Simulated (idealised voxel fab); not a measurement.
process module | voxel double patterning
cross-section cut | 220 nm wide | cells 5 nm
A cross-section is a grid of square cells, given in bands from the top down. A band is one or more rows of cells.
Each band's line starts with the height of the band's top and of its bottom, in nm. Then come its materials from left to right, each with its width in nm. One material with "throughout" fills the band from edge to edge. "air" is empty space.
Height 0 is the level under which the wafer as received is all one material. The lowest band goes on downwards, as in "0 down".
A width such as "30 to 40" changes by the same amount from each row of cells to the next, from the band's top row to its bottom row.
"no change" after a step means that no cell of the cross-section changed.
closed voids: empty space of 8 cells or more with no open way to the top, each as width x height at its distance from the left edge, in nm
after a step's settings: what the simulator itself notes on the step
overlay nm, on a step with a mask: how far to the right of its planned place the mask lay; to the left if negative
plan
1 op RECEIVE | material Si
2 op CONFORMAL_DEP | material SiO2 | thk nm 10
3 op DIRECTIONAL_DEP | material TiN | thk nm 20
4 op DIRECTIONAL_DEP | material SiCN | thk nm 5
5 op MASKED_ETCH | tone open | mask id FIRST | width nm 15 | pitch nm 50 | etch materials SiCN | depth nm 5 | overlay nm 0
6 op DIRECTIONAL_DEP | material aC | thk nm 15
7 op PATTERN | tone open | mask id SECOND | material resist | width nm 15 | pitch nm 50 | thk nm 35 | overlay nm 0
8 op DIRECTIONAL_ETCH | etch materials aC | depth nm 15
9 op STRIP | etch materials resist
10 op DIRECTIONAL_ETCH | etch materials SiCN | depth nm 5
11 op STRIP | etch materials aC
12 op DIRECTIONAL_ETCH | etch materials TiN | depth nm 20
13 op STRIP | etch materials SiCN
as received, after step 1
  0 down: Si throughout
  closed voids: none
first wafer at the end, as planned
  30 to 10: TiN 50 | air 15 | TiN 10 | air 15 | TiN 10 | air 15 | TiN 10 | air 15 | TiN 10 | air 15 | TiN 55
  10 to 0: SiO2 throughout
  0 down: Si throughout
  closed voids: none
second wafer at the end: like start, like plan, one mistake
  30 to 10: TiN 40 | air 15 | TiN 20 | air 30 | TiN 20 | air 30 | TiN 65
  10 to 0: SiO2 throughout
  0 down: Si throughout
  closed voids: none
what went wrong: step 5 ran as: op MASKED_ETCH | tone open | mask id FIRST | width nm 15 | pitch nm 50 | etch materials SiCN | depth nm 5 | overlay nm -10
at the end the second wafer has, in cells: as many of each material as the first, in other places
